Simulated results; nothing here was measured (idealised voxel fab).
The name of this process module is voxel ribs on slabs.
In the cross-section labelled cut, the width is 220 nm and each square cell is 5 nm.
Cross-section format: a grid of square cells, given as bands from top to bottom; each band is one or more rows of cells. Heads up on the band format: heights come first, top then bottom, in nm. After that it's the materials left to right, each with its width in nm. A single material flagged "all across" fills the whole band edge to edge, and "air" means there's empty space there. A quick word on heights: they are counted from 0, and under that level the wafer as it came to us is one material throughout. The lowest band is different from the rest in having no bottom; it simply continues downward, written as in "0 and below". Quick explanation for "30 to 40": the width changes in equal steps down the rows of cells, from the first number in the band's top row to the second number in its bottom row. The designation "no modification", where it is given for a processing step, indicates that no cell of the cross-section was altered in the course of that step. Entry "Closed void register" = empty spaces >= 8 cells with no open way to the top; each as width x height at distance, distance from left edge, all nm. after a step's settings: what the simulator itself notes on the step. The "overlay nm" setting may appear on a step's line; for a step that uses a mask, it gives how far to the right of its planned position the mask lay, and a negative value indicates the left.
Below is the list of planned process steps:
1 RECEIVE | material Si
2 DIRECTIONAL_DEP | material SiO2 | thk nm 30
3 DIRECTIONAL_DEP | material polySi | thk nm 15
4 MASKED_ETCH | tone cover | mask id RIB | width nm 15 | etch materials polySi | depth nm 10 | overlay nm 0
5 MASKED_ETCH | tone cover | mask id SLAB | width nm 65 | etch materials polySi | depth nm 5 | overlay nm 0
6 FILL_DEP | material SiO2 | thk nm 25
7 CMP | height nm 65
8 DIRECTIONAL_DEP | material TiN | thk nm 10
9 PATTERN | tone cover | mask id HEATER | material resist | width nm 25 | thk nm 20 | overlay nm 0
10 DIRECTIONAL_ETCH | etch materials TiN | depth nm 10
11 STRIP | etch materials resist
12 CONFORMAL_DEP | material SiO2 | thk nm 5
So this is the incoming wafer in cross-section - it's already been through step 1:
	0 and below | Si all across
	Closed void register: none
Starting wafer: above. Plan: above. Run: one mistake. Cross-section after the module: below:
	75 down to 65 | air=95  TiN=25  air=100
	65 down to 45 | SiO2 all across
	45 down to 35 | SiO2=100  polySi=15  SiO2=105
	35 down to 30 | SiO2=75  polySi=65  SiO2=80
	30 down to 0 | SiO2 all across
	0 and below | Si all across
	Closed void register: none
Misprocessing identified: plan step 12 was not performed, having been skipped
